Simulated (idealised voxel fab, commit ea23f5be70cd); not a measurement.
Module name: voxel plated lines (process module)
Shown is cross-section cut, with a width of 225 nm and square cells of size 5 nm.
Notation: cross-section as square-cell grid; stated in bands, top first, going down; one or more cell rows per band. Band entry format. Leading values: height of top, height of bottom, nm. Remainder: materials in left-to-right order, each with its width in nm. Special words: "all across" on a single material, which then fills the band edge to edge; "blank", empty space. Height is counted from the level 0, under which the received wafer is composed throughout of one material. The lowest of the bands is not closed at the bottom but continues downward, in the notation "0 nm and below". The notation "30->40" denotes a width that varies across the rows of cells in the band, beginning at the first number in the top row, finishing at the second number in the bottom row, and changing by an identical amount from each row to the next. You'll sometimes find "everything unchanged" written for a step, and that's the way of saying that nowhere in the cross-section did a cell change during that step. "Closed void roster" enumerates empty spaces isolated from the top, with no open way to it, that contain at least 8 cells, giving each as width x height at distance from the left edge, all three in nm. Whatever follows a step's settings on its line is a remark the simulator itself makes about that step. overlay nm: where the mask lay relative to plan, measured to the right, on steps with a mask; negatives go left.

[Steps in the process plan]
1,op RECEIVE | material Si
2,op CONFORMAL_DEP | material SiN | thk nm 10
3,op DIRECTIONAL_DEP | material TiN | thk nm 5
4,op PATTERN | tone open | mask id LINES | material resist | width nm 30 | pitch nm 45 | thk nm 40 | overlay nm 0
5,op EPI | material Ru | thk nm 5
6,op EPI | material Ru | thk nm 10
7,op EPI | material Ru | thk nm 5
8,op STRIP | etch materials resist
9,op DIRECTIONAL_ETCH | etch materials TiN | depth nm 5
10,op CONFORMAL_DEP | material SiO2 | thk nm 10

[Of two wafers, the first: run according to plan]

[As received (post step 1): cross-section]
	0 nm and below | Si all across
	Closed void roster: none

[after step 2]
	10 nm to 0 nm | SiN all across
	Below 0, the layers are the same as they were.

[after step 3]
	15 nm to 10 nm | TiN all across
	Below 10, the layers are the same as they were.

[after step 4]
	55 nm to 15 nm | resist=75 / blank=30 / resist=15 / blank=30 / resist=75
	Below 15, the layers are the same as they were.

[after step 5]
	55 nm to 20 nm | resist=75 / blank=30 / resist=15 / blank=30 / resist=75
	20 nm to 15 nm | resist=75 / Ru=30 / resist=15 / Ru=30 / resist=75
	Below 15, the layers are the same as they were.

[after step 6]
	55 nm to 30 nm | resist=75 / blank=30 / resist=15 / blank=30 / resist=75
	30 nm to 15 nm | resist=75 / Ru=30 / resist=15 / Ru=30 / resist=75
	Below 15, the layers are the same as they were.

[after step 7]
	55 nm to 35 nm | resist=75 / blank=30 / resist=15 / blank=30 / resist=75
	35 nm to 15 nm | resist=75 / Ru=30 / resist=15 / Ru=30 / resist=75
	Below 15, the layers are the same as they were.

[after step 8]
	35 nm to 15 nm | blank=75 / Ru=30 / blank=15 / Ru=30 / blank=75
	Below 15, the layers are the same as they were.

[after step 9]
	35 nm to 15 nm | blank=75 / Ru=30 / blank=15 / Ru=30 / blank=75
	15 nm to 10 nm | blank=75 / TiN=30 / blank=15 / TiN=30 / blank=75
	Below 10, the layers are the same as they were.

[after step 10]
	45 nm to 35 nm | blank=65 / SiO2=95 / blank=65
	35 nm to 20 nm | blank=65 / SiO2=10 / Ru=30 / SiO2=15 / Ru=30 / SiO2=10 / blank=65
	20 nm to 15 nm | SiO2=75 / Ru=30 / SiO2=15 / Ru=30 / SiO2=75
	15 nm to 10 nm | SiO2=75 / TiN=30 / SiO2=15 / TiN=30 / SiO2=75
	Below 10, the layers are the same as they were.

[What follows concerns the second wafer, which started out like the first and was meant to follow the very same plan; one mistake crept in when it was run, but everything up to and including step 3 is the same as for the first wafer]

Second wafer, section view, time point: scheduled end of step 4: everything unchanged

[Second wafer, section view, time point: scheduled end of step 5]
	20 nm to 15 nm | Ru all across
	Below 15, the layers are the same as they were.

[Second wafer, section view, time point: scheduled end of step 6]
	30 nm to 15 nm | Ru all across
	Below 15, the layers are the same as they were.

[Second wafer, section view, time point: scheduled end of step 7]
	35 nm to 15 nm | Ru all across
	Below 15, the layers are the same as they were.

Second wafer, section view, time point: scheduled end of step 8: everything unchanged

Second wafer, section view, time point: scheduled end of step 9: everything unchanged

[Second wafer, section view, time point: scheduled end of step 10]
	45 nm to 35 nm | SiO2 all across
	Below 35, the layers are the same as they were.
Want to know what went wrong? step 4 of the plan was bypassed and not carried out
End of process, cell counts, second wafer against first, materials with more or fewer: +132 Ru, -35 SiO2, +33 TiN
